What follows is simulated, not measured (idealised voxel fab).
The process module presented herein is designated voxel gate over fins.
It is cross-section cut that appears here, measuring 280 nm in width, its square cells being 5 nm in size.
Cross-section layout: square cells on a grid; listed as bands, top to bottom; a band spans one or more cell rows. Basically the band line says how high the top is and how high the bottom is, in nm, and then what's in it from left to right, every material with its width in nm. Empty space shows up as "blank", and if a single material carries "all across" it runs the full band edge to edge. Heads up on the height convention: 0 is the point under which the incoming wafer is all one material, and the lowest band has no bottom, it just keeps going down, like "z 0 and below". A width given as "30->40" starts at the first number in the band's top row and ends at the second number in its bottom row, shifting by an equal amount at every step from row to row. Key: "same as before" - step with no changed cell in the cross-section. Closed-off voids of 8+ cells (no open route to the top) go in "Closed internal cavities", written width x height at distance from the left edge, in nm. Text after the settings on a step's line: the simulator's own remark on that step. The optional step-line setting "overlay nm" applies to steps with a mask and quantifies how far to the right of its planned location the mask lay, a negative value indicating leftward placement.
# These are the steps we planned for the process
step 1: RECEIVE (material Si)
step 2: CONFORMAL_DEP (material SiN; thk nm 5)
step 3: MASKED_ETCH (tone cover; mask id FINS; width nm 15; pitch nm 45; etch materials SiN; depth nm 5; overlay nm 0)
step 4: MASKED_ETCH (tone cover; mask id FINS; width nm 15; pitch nm 45; etch materials Si; depth nm 30; overlay nm 0)
step 5: FILL_DEP (material SiO2; thk nm 15)
step 6: CMP (height nm 5)
step 7: SELECTIVE_ETCH (etch materials SiO2; depth nm 15)
step 8: STRIP (etch materials SiN)
step 9: CONFORMAL_DEP (material HfO2; thk nm 5)
step 10: CONFORMAL_DEP (material TiN; thk nm 5)
step 11: FILL_DEP (material W; thk nm 10)
step 12: CMP (height nm 15)
step 13: CONFORMAL_DEP (material SiCN; thk nm 5)
# First wafer out of two, processed as planned
# Wafer cross-section on receipt, i.e. after step 1
* z 0 and below  Si all across
* Closed internal cavities: none
# Cross-section: wafer state after step 2
* z 5 to 0  SiN all across
* All layers under 0 are left as they were.
# Cross-section: wafer state after step 3
* z 5 to 0  blank (65), SiN (15), blank (30), SiN (15), blank (30), SiN (15), blank (30), SiN (15), blank (65)
* All layers under 0 are left as they were.
# Cross-section: wafer state after step 4
* z 5 to 0  blank (65), SiN (15), blank (30), SiN (15), blank (30), SiN (15), blank (30), SiN (15), blank (65)
* z 0 to -30  blank (65), Si (15), blank (30), Si (15), blank (30), Si (15), blank (30), Si (15), blank (65)
* All layers under -30 are left as they were.
# Cross-section: wafer state after step 5
* z 20 to 5  SiO2 all across
* z 5 to 0  SiO2 (65), SiN (15), SiO2 (30), SiN (15), SiO2 (30), SiN (15), SiO2 (30), SiN (15), SiO2 (65)
* z 0 to -30  SiO2 (65), Si (15), SiO2 (30), Si (15), SiO2 (30), Si (15), SiO2 (30), Si (15), SiO2 (65)
* All layers under -30 are left as they were.
# Cross-section: wafer state after step 6
* z 5 to 0  SiO2 (65), SiN (15), SiO2 (30), SiN (15), SiO2 (30), SiN (15), SiO2 (30), SiN (15), SiO2 (65)
* All layers under 0 are left as they were.
# Cross-section: wafer state after step 7
* z 5 to 0  blank (65), SiN (15), blank (30), SiN (15), blank (30), SiN (15), blank (30), SiN (15), blank (65)
* z 0 to -10  blank (65), Si (15), blank (30), Si (15), blank (30), Si (15), blank (30), Si (15), blank (65)
* All layers under -10 are left as they were.
# Cross-section: wafer state after step 8
* z 0 to -10  blank (65), Si (15), blank (30), Si (15), blank (30), Si (15), blank (30), Si (15), blank (65)
* All layers under -10 are left as they were.
# Cross-section: wafer state after step 9
* z 5 to 0  blank (60), HfO2 (25), blank (20), HfO2 (25), blank (20), HfO2 (25), blank (20), HfO2 (25), blank (60)
* z 0 to -5  blank (60), HfO2 (5), Si (15), HfO2 (5), blank (20), HfO2 (5), Si (15), HfO2 (5), blank (20), HfO2 (5), Si (15), HfO2 (5), blank (20), HfO2 (5), Si (15), HfO2 (5), blank (60)
* z -5 to -10  HfO2 (65), Si (15), HfO2 (30), Si (15), HfO2 (30), Si (15), HfO2 (30), Si (15), HfO2 (65)
* All layers under -10 are left as they were.
# Cross-section: wafer state after step 10
* z 10 to 5  blank (55), TiN (35), blank (10), TiN (35), blank (10), TiN (35), blank (10), TiN (35), blank (55)
* z 5 to 0  blank (55), TiN (5), HfO2 (25), TiN (5), blank (10), TiN (5), HfO2 (25), TiN (5), blank (10), TiN (5), HfO2 (25), TiN (5), blank (10), TiN (5), HfO2 (25), TiN (5), blank (55)
* z 0 to -5  TiN (60), HfO2 (5), Si (15), HfO2 (5), TiN (20), HfO2 (5), Si (15), HfO2 (5), TiN (20), HfO2 (5), Si (15), HfO2 (5), TiN (20), HfO2 (5), Si (15), HfO2 (5), TiN (60)
* All layers under -5 are left as they were.
# Cross-section: wafer state after step 11
* z 20 to 10  W all across
* z 10 to 5  W (55), TiN (35), W (10), TiN (35), W (10), TiN (35), W (10), TiN (35), W (55)
* z 5 to 0  W (55), TiN (5), HfO2 (25), TiN (5), W (10), TiN (5), HfO2 (25), TiN (5), W (10), TiN (5), HfO2 (25), TiN (5), W (10), TiN (5), HfO2 (25), TiN (5), W (55)
* All layers under 0 are left as they were.
# Cross-section: wafer state after step 12
* z 15 to 10  W all across
* All layers under 10 are left as they were.
# Cross-section: wafer state after step 13
* z 20 to 15  SiCN all across
* All layers under 15 are left as they were.
# What follows concerns the second wafer, which started out like the first and was meant to follow the very same plan; one mistake crept in when it was run, but everything up to and including step 3 is the same as for the first wafer
# What the second wafer looks like in cross-section when step 4 should have wrapped up
* z 5 to 0  blank (65), SiN (15), blank (30), SiN (15), blank (30), SiN (15), blank (30), SiN (15), blank (65)
* z 0 to -20  blank (65), Si (15), blank (30), Si (15), blank (30), Si (15), blank (30), Si (15), blank (65)
* All layers under -20 are left as they were.
# What the second wafer looks like in cross-section when step 5 should have wrapped up
* z 20 to 5  SiO2 all across
* z 5 to 0  SiO2 (65), SiN (15), SiO2 (30), SiN (15), SiO2 (30), SiN (15), SiO2 (30), SiN (15), SiO2 (65)
* z 0 to -20  SiO2 (65), Si (15), SiO2 (30), Si (15), SiO2 (30), Si (15), SiO2 (30), Si (15), SiO2 (65)
* All layers under -20 are left as they were.
# What the second wafer looks like in cross-section when step 6 should have wrapped up
* z 5 to 0  SiO2 (65), SiN (15), SiO2 (30), SiN (15), SiO2 (30), SiN (15), SiO2 (30), SiN (15), SiO2 (65)
* All layers under 0 are left as they were.
# What the second wafer looks like in cross-section when step 7 should have wrapped up
* z 5 to 0  blank (65), SiN (15), blank (30), SiN (15), blank (30), SiN (15), blank (30), SiN (15), blank (65)
* z 0 to -10  blank (65), Si (15), blank (30), Si (15), blank (30), Si (15), blank (30), Si (15), blank (65)
* All layers under -10 are left as they were.
# What the second wafer looks like in cross-section when step 8 should have wrapped up
* z 0 to -10  blank (65), Si (15), blank (30), Si (15), blank (30), Si (15), blank (30), Si (15), blank (65)
* All layers under -10 are left as they were.
# What the second wafer looks like in cross-section when step 9 should have wrapped up
* z 5 to 0  blank (60), HfO2 (25), blank (20), HfO2 (25), blank (20), HfO2 (25), blank (20), HfO2 (25), blank (60)
* z 0 to -5  blank (60), HfO2 (5), Si (15), HfO2 (5), blank (20), HfO2 (5), Si (15), HfO2 (5), blank (20), HfO2 (5), Si (15), HfO2 (5), blank (20), HfO2 (5), Si (15), HfO2 (5), blank (60)
* z -5 to -10  HfO2 (65), Si (15), HfO2 (30), Si (15), HfO2 (30), Si (15), HfO2 (30), Si (15), HfO2 (65)
* All layers under -10 are left as they were.
# What the second wafer looks like in cross-section when step 10 should have wrapped up
* z 10 to 5  blank (55), TiN (35), blank (10), TiN (35), blank (10), TiN (35), blank (10), TiN (35), blank (55)
* z 5 to 0  blank (55), TiN (5), HfO2 (25), TiN (5), blank (10), TiN (5), HfO2 (25), TiN (5), blank (10), TiN (5), HfO2 (25), TiN (5), blank (10), TiN (5), HfO2 (25), TiN (5), blank (55)
* z 0 to -5  TiN (60), HfO2 (5), Si (15), HfO2 (5), TiN (20), HfO2 (5), Si (15), HfO2 (5), TiN (20), HfO2 (5), Si (15), HfO2 (5), TiN (20), HfO2 (5), Si (15), HfO2 (5), TiN (60)
* All layers under -5 are left as they were.
# What the second wafer looks like in cross-section when step 11 should have wrapped up
* z 20 to 10  W all across
* z 10 to 5  W (55), TiN (35), W (10), TiN (35), W (10), TiN (35), W (10), TiN (35), W (55)
* z 5 to 0  W (55), TiN (5), HfO2 (25), TiN (5), W (10), TiN (5), HfO2 (25), TiN (5), W (10), TiN (5), HfO2 (25), TiN (5), W (10), TiN (5), HfO2 (25), TiN (5), W (55)
* All layers under 0 are left as they were.
# What the second wafer looks like in cross-section when step 12 should have wrapped up
* z 15 to 10  W all across
* All layers under 10 are left as they were.
# What the second wafer looks like in cross-section when step 13 should have wrapped up
* z 20 to 15  SiCN all across
* All layers under 15 are left as they were.
Plan not followed: step 4: run off-plan, actual operation and settings MASKED_ETCH (tone cover; mask id FINS; width nm 15; pitch nm 45; etch materials Si; depth nm 20; overlay nm 0)
Counted in cells at the end, the second wafer holds more or fewer of these materials than the first: 88 more of Si | 88 fewer of SiO2
